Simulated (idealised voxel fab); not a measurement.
process module | voxel capacitor over wiring
cross-section cut | 255 nm wide | cells 5 nm
A cross-section is a grid of square cells, given in bands from the top down. A band is one or more rows of cells.
Each band's line starts with the height of the band's top and of its bottom, in nm. Then come its materials from left to right, each with its width in nm. One material with "throughout" fills the band from edge to edge. "air" is empty space.
Height 0 is the level under which the wafer as received is all one material. The lowest band goes on downwards, as in "0 down".
A width such as "30 to 40" changes by the same amount from each row of cells to the next, from the band's top row to its bottom row.
"no change" after a step means that no cell of the cross-section changed.
closed voids: empty space of 8 cells or more with no open way to the top, each as width x height at its distance from the left edge, in nm
after a step's settings: what the simulator itself notes on the step
overlay nm, on a step with a mask: how far to the right of its planned place the mask lay; to the left if negative
plan
1 op RECEIVE | material Si
2 op CONFORMAL_DEP | material SiO2 | thk nm 15
3 op DIRECTIONAL_DEP | material TiN | thk nm 5
4 op DIRECTIONAL_DEP | material Ru | thk nm 15
5 op PATTERN | tone cover | mask id METAL_1 | material resist | width nm 30 | pitch nm 95 | thk nm 15 | overlay nm 0
6 op DIRECTIONAL_ETCH | etch materials Ru | depth nm 15
7 op DIRECTIONAL_ETCH | etch materials TiN | depth nm 5
8 op STRIP | etch materials resist
9 op FILL_DEP | material lowk | thk nm 5
10 op CMP | height nm 35
11 op CONFORMAL_DEP | material SiCN | thk nm 5
12 op DIRECTIONAL_DEP | material SiO2 | thk nm 10
13 op MASKED_ETCH | tone open | mask id PLUG_1 | width nm 15 | etch materials SiO2 | depth nm 10 | overlay nm 0
14 op MASKED_ETCH | tone open | mask id PLUG_1 | width nm 15 | etch materials SiCN | depth nm 5 | overlay nm 0
15 op EPI | material Ru | thk nm 10
16 op EPI | material Ru | thk nm 5
17 op DIRECTIONAL_DEP | material TiN | thk nm 5
18 op DIRECTIONAL_DEP | material HfO2 | thk nm 5
19 op DIRECTIONAL_DEP | material TiN | thk nm 5
20 op DIRECTIONAL_DEP | material aC | thk nm 10
21 op PATTERN | tone cover | mask id UPPER_PLATE | material resist | width nm 70 | thk nm 25 | overlay nm 0
22 op DIRECTIONAL_ETCH | etch materials aC | depth nm 10
23 op STRIP | etch materials resist
24 op DIRECTIONAL_ETCH | etch materials TiN | depth nm 5
25 op DIRECTIONAL_ETCH | etch materials HfO2 | depth nm 5
26 op STRIP | etch materials aC
27 op PATTERN | tone cover | mask id LOWER_PLATE | material resist | width nm 80 | thk nm 15 | overlay nm 0
28 op DIRECTIONAL_ETCH | etch materials TiN | depth nm 5
29 op STRIP | etch materials resist
30 op FILL_DEP | material SiO2 | thk nm 15
31 op CMP | height nm 75
32 op PATTERN | tone open | mask id PLUG_2 | material resist | width nm 15 | thk nm 15 | overlay nm 0
33 op DIRECTIONAL_ETCH | etch materials SiO2 | depth nm 10
34 op STRIP | etch materials resist
35 op CONFORMAL_DEP | material TiN | thk nm 5
36 op FILL_DEP | material Cu | thk nm 10
37 op CMP | height nm 75
38 op CONFORMAL_DEP | material SiCN | thk nm 5
varied across the wafers: thk nm of step 18. The plan shows the first wafer's value. All wafers start alike
first wafer as received, after step 1
  0 down: Si throughout
  closed voids: none
each wafer at the end: cells of each material gained (+) or lost (-) since it was received, then its closed voids
thk nm 5 | +1 Cu | +14 HfO2 | +45 Ru | +99 SiCN | +454 SiO2 | +47 TiN | +156 lowk | closed voids: none
thk nm 10 | +65 HfO2 | +45 Ru | +99 SiCN | +371 SiO2 | +80 TiN | +156 lowk | closed voids: none
thk nm 15 | +116 HfO2 | +45 Ru | +99 SiCN | +323 SiO2 | +77 TiN | +156 lowk | closed voids: none
thk nm 20 | +167 HfO2 | +45 Ru | +99 SiCN | +286 SiO2 | +63 TiN | +156 lowk | closed voids: none
